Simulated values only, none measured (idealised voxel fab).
Title: Process Module voxel self aligned vias
Square cell edge 5 nm, section width 140 nm, ID cut.
A cross-section in this document is a grid of square cells, and it is written down as bands, the top band listed before the ones below it; a band is made up of one or more rows of cells. Band: top and bottom heights (nm) first, top before bottom; then materials from left to right, widths in nm. "throughout" marks a sole material filling the band edge to edge. "blank" denotes empty space. The reference from which all heights are counted is 0, the level beneath which the as-received wafer is entirely one material; the lowest band, having no lower bound, proceeds downward and is written after the example "top 0, no bottom". So if you see something like "30->40" for the width, read it as the top row of the band sitting at the first number and the bottom row at the second, with every row in between moving by the same amount as the last. Key: "remained the same" - step with no changed cell in the cross-section. "Sealed voids" contains a list of empty spaces, each no smaller than 8 cells and without an open way to the top, written in the form width x height at distance with the distance from the left edge and all three in nm. On a step's line, text after the settings is the simulator commenting on that step. "overlay nm" on a masked step: distance the mask lay right of its planned place, negative for left.

# This section lists the process steps that were planned
1,RECEIVE [material Si]
2,CONFORMAL_DEP [material SiO2] [thk nm 10]
3,CONFORMAL_DEP [material SiCN] [thk nm 5]
4,DIRECTIONAL_DEP [material lowk] [thk nm 30]
5,PATTERN [tone open] [mask id LINES] [material resist] [width nm 20] [pitch nm 45] [thk nm 20] [overlay nm 0]
6,DIRECTIONAL_ETCH [etch materials lowk] [depth nm 30]
7,STRIP [etch materials resist]
8,CONFORMAL_DEP [material TiN] [thk nm 5]
9,FILL_DEP [material W] [thk nm 10]
10,CMP [height nm 45]
11,SELECTIVE_ETCH [etch materials W Ru TiN] [depth nm 10]
12,FILL_DEP [material SiN] [thk nm 5]
13,CMP [height nm 45]
14,DIRECTIONAL_DEP [material lowk] [thk nm 20]
15,DIRECTIONAL_DEP [material aC] [thk nm 10]
16,PATTERN [tone open] [mask id VIAS] [material resist] [width nm 30] [pitch nm 45] [thk nm 25] [overlay nm 0]
17,DIRECTIONAL_ETCH [etch materials aC] [depth nm 10]
18,STRIP [etch materials resist]
19,DIRECTIONAL_ETCH [etch materials lowk] [depth nm 20]
20,DIRECTIONAL_ETCH [etch materials SiN] [depth nm 10]
21,STRIP [etch materials aC]
22,CONFORMAL_DEP [material TiN] [thk nm 5]
23,FILL_DEP [material Cu] [thk nm 10]
24,CMP [height nm 65]
25,CONFORMAL_DEP [material SiCN] [thk nm 5]

# As-received wafer cross-section (after step 1)
    top 0, no bottom: Si throughout
    Sealed voids: none

# The first of two wafers, cross-sectioned at the end of the module, with the run proceeding as planned
    top 70, bottom 65: SiCN throughout
    top 65, bottom 50: lowk (30), then TiN (5), then Cu (20), then TiN (5), then lowk (15), then TiN (5), then Cu (20), then TiN (5), then lowk (35)
    top 50, bottom 40: lowk (30->35), then TiN (10->5), then Cu (10), then TiN (10->5), then lowk (15->25), then TiN (10->5), then Cu (10), then TiN (10->5), then lowk (35->40)
    top 40, bottom 35: lowk (35), then TiN (20), then lowk (25), then TiN (20), then lowk (40)
    top 35, bottom 20: lowk (35), then TiN (5), then W (10), then TiN (5), then lowk (25), then TiN (5), then W (10), then TiN (5), then lowk (40)
    top 20, bottom 15: lowk (35), then TiN (20), then lowk (25), then TiN (20), then lowk (40)
    top 15, bottom 10: SiCN throughout
    top 10, bottom 0: SiO2 throughout
    top 0, no bottom: Si throughout
    Sealed voids: none

# Cross-section at end of module for the second wafer of two, which matched the first in starting point and plan and differed by one mistake in its processing
    top 70, bottom 65: SiCN throughout
    top 65, bottom 45: Ru throughout
    top 45, bottom 35: lowk (35), then SiN (20), then lowk (25), then SiN (20), then lowk (40)
    top 35, bottom 20: lowk (35), then TiN (5), then W (10), then TiN (5), then lowk (25), then TiN (5), then W (10), then TiN (5), then lowk (40)
    top 20, bottom 15: lowk (35), then TiN (20), then lowk (25), then TiN (20), then lowk (40)
    top 15, bottom 10: SiCN throughout
    top 10, bottom 0: SiO2 throughout
    top 0, no bottom: Si throughout
    Sealed voids: none
Diagnosis: step 14 was run on a setting that differed from the plan, and what really ran there is DIRECTIONAL_DEP [material Ru] [thk nm 20]
End of process, cell counts, second wafer against first, materials with more or fewer: 32 fewer of Cu, 112 more of Ru, 16 more of SiN, 32 fewer of TiN, 64 fewer of lowk
